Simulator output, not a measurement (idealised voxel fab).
Presented below is a process module, voxel air gaps.
The width of the displayed cross-section, cut, is 150 nm; its cells are square, with a size of 5 nm.
Bands, listed from the top down, are how a cross-section gets written in this document; the cross-section itself is a grid of square cells, and a band is one or more rows of them.
First you get the band's top height and its bottom height, in nm, and then the materials it's made of, left to right, with each width in nm. If you see a single material with "everywhere", that one covers the band edge to edge. "empty" is empty space.
The level at which height equals 0 is the one under which the wafer, as it arrives, is entirely one material. No lower edge exists for the bottom band, which continues downward and is notated as in "from 0 down".
The two numbers in a width such as "30->40" mark its ends across the band: the first belongs to the top row of cells, the second to the bottom row, and from each row to the next the width moves by the same amount.
"nothing changed" means the step left every cell of the cross-section as it was.
Closed empty spaces (no open way to the top) of 8 cells or more are what "Unvented internal voids" lists, each as width x height at distance from the left edge, nm for all three.
Formally, on a step line, whatever follows the settings is a remark that the simulator itself makes on the step.
If you see "overlay nm" on a step's line and that step has a mask, it's telling you how far right of where it was planned the mask ended up; a negative number means it went left instead.

STEPS PLANNED FOR THE PROCESS
step 1: RECEIVE with material Si
step 2: CONFORMAL_DEP with material SiO2, thk nm 10
step 3: CONFORMAL_DEP with material SiN, thk nm 5
step 4: DIRECTIONAL_DEP with material SiO2, thk nm 30
step 5: MASKED_ETCH with tone open, mask id LINES, width nm 15, pitch nm 45, etch materials SiO2, depth nm 30, overlay nm 0
step 6: CONFORMAL_DEP with material TiN, thk nm 5
step 7: FILL_DEP with material Ru, thk nm 10
step 8: CMP with height nm 45
step 9: EPI with material Ru, thk nm 10
step 10: SELECTIVE_ETCH with etch materials SiO2, depth nm 40
step 11: CONFORMAL_DEP with material SiN, thk nm 5

OF TWO WAFERS, THE FIRST: RUN ACCORDING TO PLAN

AS-RECEIVED STATE OF THE WAFER IN CROSS-SECTION, EQUIVALENT TO POST-STEP 1
    from 0 down: Si everywhere
    Unvented internal voids: none

WAFER AFTER STEP 2 (CROSS-SECTION)
    from 10 to 0: SiO2 everywhere
    Rest of section, below 0: as before.

WAFER AFTER STEP 3 (CROSS-SECTION)
    from 15 to 10: SiN everywhere
    Rest of section, below 10: as before.

WAFER AFTER STEP 4 (CROSS-SECTION)
    from 45 to 15: SiO2 everywhere
    Rest of section, below 15: as before.

WAFER AFTER STEP 5 (CROSS-SECTION)
    from 45 to 15: SiO2 20  empty 15  SiO2 30  empty 15  SiO2 30  empty 15  SiO2 25
    Rest of section, below 15: as before.

WAFER AFTER STEP 6 (CROSS-SECTION)
    from 50 to 45: TiN 25  empty 5  TiN 40  empty 5  TiN 40  empty 5  TiN 30
    from 45 to 20: SiO2 20  TiN 5  empty 5  TiN 5  SiO2 30  TiN 5  empty 5  TiN 5  SiO2 30  TiN 5  empty 5  TiN 5  SiO2 25
    from 20 to 15: SiO2 20  TiN 15  SiO2 30  TiN 15  SiO2 30  TiN 15  SiO2 25
    Rest of section, below 15: as before.

WAFER AFTER STEP 7 (CROSS-SECTION)
    from 60 to 50: Ru everywhere
    from 50 to 45: TiN 25  Ru 5  TiN 40  Ru 5  TiN 40  Ru 5  TiN 30
    from 45 to 20: SiO2 20  TiN 5  Ru 5  TiN 5  SiO2 30  TiN 5  Ru 5  TiN 5  SiO2 30  TiN 5  Ru 5  TiN 5  SiO2 25
    Rest of section, below 20: as before.

WAFER AFTER STEP 8 (CROSS-SECTION)
    from 45 to 20: SiO2 20  TiN 5  Ru 5  TiN 5  SiO2 30  TiN 5  Ru 5  TiN 5  SiO2 30  TiN 5  Ru 5  TiN 5  SiO2 25
    Rest of section, below 20: as before.

WAFER AFTER STEP 9 (CROSS-SECTION)
    from 55 to 45: empty 10  Ru 35  empty 10  Ru 35  empty 10  Ru 35  empty 15
    Rest of section, below 45: as before.

WAFER AFTER STEP 10 (CROSS-SECTION)
    from 55 to 45: empty 10  Ru 35  empty 10  Ru 35  empty 10  Ru 35  empty 15
    from 45 to 20: empty 20  TiN 5  Ru 5  TiN 5  empty 30  TiN 5  Ru 5  TiN 5  empty 30  TiN 5  Ru 5  TiN 5  empty 25
    from 20 to 15: empty 20  TiN 15  empty 30  TiN 15  empty 30  TiN 15  empty 25
    Rest of section, below 15: as before.

WAFER AFTER STEP 11 (CROSS-SECTION)
    from 60 to 55: empty 5  SiN 135  empty 10
    from 55 to 45: empty 5  SiN 5  Ru 35  SiN 10  Ru 35  SiN 10  Ru 35  SiN 5  empty 10
    from 45 to 40: empty 5  SiN 15  TiN 5  Ru 5  TiN 5  SiN 30  TiN 5  Ru 5  TiN 5  SiN 30  TiN 5  Ru 5  TiN 5  SiN 15  empty 10
    from 40 to 20: empty 15  SiN 5  TiN 5  Ru 5  TiN 5  SiN 5  empty 20  SiN 5  TiN 5  Ru 5  TiN 5  SiN 5  empty 20  SiN 5  TiN 5  Ru 5  TiN 5  SiN 5  empty 20
    from 20 to 15: SiN 20  TiN 15  SiN 30  TiN 15  SiN 30  TiN 15  SiN 25
    Rest of section, below 15: as before.
    Unvented internal voids: 20 x 20 at 40; 20 x 20 at 85

IT IS TO BE NOTED THAT THE SECOND WAFER PROCEEDED FROM THE SAME INITIAL STATE AND ACCORDING TO THE SAME PLAN AS THE FIRST, ALTHOUGH ONE MISTAKE WAS COMMITTED IN ITS EXECUTION; THROUGH STEP 8, INCLUSIVE, THE TWO WAFERS SHARE AN IDENTICAL HISTORY

CROSS-SECTIONAL VIEW OF THE SECOND WAFER AT THE INTENDED END TIME OF PROCESS STEP 9
    from 65 to 45: Ru 145  empty 5
    Rest of section, below 45: as before.

CROSS-SECTIONAL VIEW OF THE SECOND WAFER AT THE INTENDED END TIME OF PROCESS STEP 10
    from 65 to 45: Ru 145  empty 5
    from 45 to 20: SiO2 20  TiN 5  Ru 5  TiN 5  SiO2 30  TiN 5  Ru 5  TiN 5  SiO2 30  TiN 5  Ru 5  TiN 5  empty 25
    from 20 to 15: SiO2 20  TiN 15  SiO2 30  TiN 15  SiO2 30  TiN 15  empty 25
    Rest of section, below 15: as before.

CROSS-SECTIONAL VIEW OF THE SECOND WAFER AT THE INTENDED END TIME OF PROCESS STEP 11
    from 70 to 65: SiN everywhere
    from 65 to 45: Ru 145  SiN 5
    from 45 to 40: SiO2 20  TiN 5  Ru 5  TiN 5  SiO2 30  TiN 5  Ru 5  TiN 5  SiO2 30  TiN 5  Ru 5  TiN 5  SiN 25
    from 40 to 20: SiO2 20  TiN 5  Ru 5  TiN 5  SiO2 30  TiN 5  Ru 5  TiN 5  SiO2 30  TiN 5  Ru 5  TiN 5  SiN 5  empty 20
    from 20 to 15: SiO2 20  TiN 15  SiO2 30  TiN 15  SiO2 30  TiN 15  SiN 25
    Rest of section, below 15: as before.
    Unvented internal voids: 20 x 20 at 130
What went wrong in running the wafer? step 9 of the plan was carried out twice
FYI, end of process, the second wafer has more or fewer cells of some materials than the first: 74 more of Ru; 54 fewer of SiN; 96 more of SiO2
Closed void count at end of process - first wafer: 2; second wafer: 1.
